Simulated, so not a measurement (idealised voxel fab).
Process module, titled voxel self aligned vias
It is cross-section cut that appears here, measuring 260 nm in width, its square cells being 5 nm in size.
Cross-section = grid of square cells, listed top down in bands; band = one or more rows. What a band's entry tells you: where the top is and where the bottom is, as heights in nm, and after that what lies inside, material by material from left to right, each with its width in nm. Empty space is written as the word "blank", and a single material marked with the word "edge to edge" occupies the band from edge to edge. Beneath 0, the wafer as received is one material, and that level is where height counting begins. The lowest band goes on downward without a bottom; it is written like "0 -> down". Width spec "30..40" -> top row of cells at first value, bottom row at second value, equal per-row change in between. "no change occurred" after a step means that no cell of the cross-section changed. Empty spaces counting at least 8 cells and having no open way to the top are listed in "Closed internal voids". The notation width x height at distance is used for each, the distance being from the left edge and all three values in nm. What comes after the settings on a step's line is commentary from the simulator itself on that step. overlay nm: mask right of planned place by this much (step with mask). Neg. = left.
Below is the list of planned process steps:
1 RECEIVE,material Si
2 CONFORMAL_DEP,material SiO2,thk nm 10
3 CONFORMAL_DEP,material SiCN,thk nm 5
4 DIRECTIONAL_DEP,material lowk,thk nm 30
5 PATTERN,tone open,mask id LINES,material resist,width nm 20,pitch nm 50,thk nm 20,overlay nm 0
6 DIRECTIONAL_ETCH,etch materials lowk,depth nm 30
7 STRIP,etch materials resist
8 CONFORMAL_DEP,material TiN,thk nm 5
9 FILL_DEP,material W,thk nm 10
10 CMP,height nm 45
11 SELECTIVE_ETCH,etch materials W Ru TiN,depth nm 5
12 FILL_DEP,material SiN,thk nm 10
13 CMP,height nm 45
14 DIRECTIONAL_DEP,material lowk,thk nm 20
15 MASKED_ETCH,tone open,mask id VIAS,width nm 30,etch materials lowk,depth nm 20,overlay nm 0
16 MASKED_ETCH,tone open,mask id VIAS,width nm 30,etch materials SiN,depth nm 5,overlay nm 0
17 CONFORMAL_DEP,material TiN,thk nm 5
18 FILL_DEP,material Cu,thk nm 5
19 CMP,height nm 65
20 CONFORMAL_DEP,material SiCN,thk nm 5
Cross-section, incoming material, after step 1:
* 0 -> down  Si edge to edge
* Closed internal voids: none
First of two wafers at the end of the module, shown in cross-section; run carried out as planned:
* 70 -> 65  SiCN edge to edge
* 65 -> 50  lowk: 90 / TiN: 5 / Cu: 20 / TiN: 5 / lowk: 140
* 50 -> 45  lowk: 90 / TiN: 10 / Cu: 10 / TiN: 10 / lowk: 140
* 45 -> 40  lowk: 95 / TiN: 20 / lowk: 30 / SiN: 20 / lowk: 95
* 40 -> 20  lowk: 95 / TiN: 5 / W: 10 / TiN: 5 / lowk: 30 / TiN: 5 / W: 10 / TiN: 5 / lowk: 95
* 20 -> 15  lowk: 95 / TiN: 20 / lowk: 30 / TiN: 20 / lowk: 95
* 15 -> 10  SiCN edge to edge
* 10 -> 0  SiO2 edge to edge
* 0 -> down  Si edge to edge
* Closed internal voids: none
Cross-sectional view of the second of two wafers upon completion of the module. This wafer shared its starting condition and process plan with the first; one error was made during its execution:
* 70 -> 65  SiCN edge to edge
* 65 -> 50  lowk: 90 / TiN: 5 / Cu: 20 / TiN: 5 / lowk: 140
* 50 -> 45  lowk: 90 / TiN: 30 / lowk: 140
* 45 -> 40  SiN: 90 / TiN: 5 / lowk: 20 / TiN: 5 / SiN: 25 / lowk: 20 / SiN: 95
* 40 -> 20  W: 90 / TiN: 5 / lowk: 20 / TiN: 5 / W: 20 / TiN: 5 / lowk: 20 / TiN: 5 / W: 90
* 20 -> 15  TiN: 95 / lowk: 20 / TiN: 30 / lowk: 20 / TiN: 95
* 15 -> 10  SiCN edge to edge
* 10 -> 0  SiO2 edge to edge
* 0 -> down  Si edge to edge
* Closed internal voids: none
Deviation noted in wafer processing: step 5 ran as: PATTERN,tone cover,mask id LINES,material resist,width nm 20,pitch nm 50,thk nm 20,overlay nm 0
End of process, cell counts, second wafer against first, materials with more or fewer: 2 fewer of Cu; 38 more of SiN; 36 more of TiN; 144 more of W; 216 fewer of lowk
